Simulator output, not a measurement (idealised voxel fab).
Name of the process module below: voxel trench capacitor
Pictured: cross-section cut, 210 nm wide, on a grid of 5 nm square cells.
Square cells in a grid make up a cross-section in this document, and the grid is given as bands, listed from the top down, each one or more rows of cells. What a band's entry tells you: where the top is and where the bottom is, as heights in nm, and after that what lies inside, material by material from left to right, each with its width in nm. Empty space is written as the word "air", and a single material marked with the word "throughout" occupies the band from edge to edge. Heights from 0 (as-received wafer is one material below). Bottom band endless downward, as "0 down". A width such as "30..40" changes by the same amount from each row of cells to the next, from the band's top row to its bottom row. You'll sometimes find "remained the same" written for a step, and that's the way of saying that nowhere in the cross-section did a cell change during that step. Listed in "Closed void list": every empty space of 8 or more cells without an open way to the top. Form: width x height at distance, the distance being from the left edge, all in nm. Formally, on a step line, whatever follows the settings is a remark that the simulator itself makes on the step. overlay nm: for a step with a mask, the amount by which the mask lay right of where it was planned; a negative amount means left of it.

Process steps - plan:
1,RECEIVE with material Si
2,CONFORMAL_DEP with material SiN, thk nm 10
3,DIRECTIONAL_DEP with material aC, thk nm 10
4,PATTERN with tone open, mask id TRENCH, material resist, width nm 15, pitch nm 50, thk nm 25, overlay nm 0
5,DIRECTIONAL_ETCH with etch materials aC, depth nm 10
6,STRIP with etch materials resist
7,DIRECTIONAL_ETCH with etch materials SiN, depth nm 10
8,DIRECTIONAL_ETCH with etch materials Si, depth nm 30
9,STRIP with etch materials aC
10,CONFORMAL_DEP with material SiO2, thk nm 5
11,FILL_DEP with material polySi, thk nm 5
12,CMP with height nm 10
For clarity, it should be stated that the wafers under discussion commence in an identical condition and differ with respect to the width nm of step 4, the plan indicating the value that the first wafer had.

So this is the first of several wafers, cross-sectioned as it came to us, meaning it's at the end of step 1:
    0 down = Si throughout
    Closed void list: none

Here is how to read the rows: every wafer has a row, and it shows the wafer at the end of the module, giving for each material how many cells were gained (+) or lost (-) since the wafer was received, then listing its closed voids:
width nm 15, -72 Si, +60 SiN, +68 SiO2, +28 polySi, Closed void list: none
width nm 20, -96 Si, +52 SiN, +72 SiO2, +56 polySi, Closed void list: none
width nm 25, -120 Si, +44 SiN, +76 SiO2, +84 polySi, Closed void list: none
width nm 30, -144 Si, +36 SiN, +80 SiO2, +112 polySi, Closed void list: none
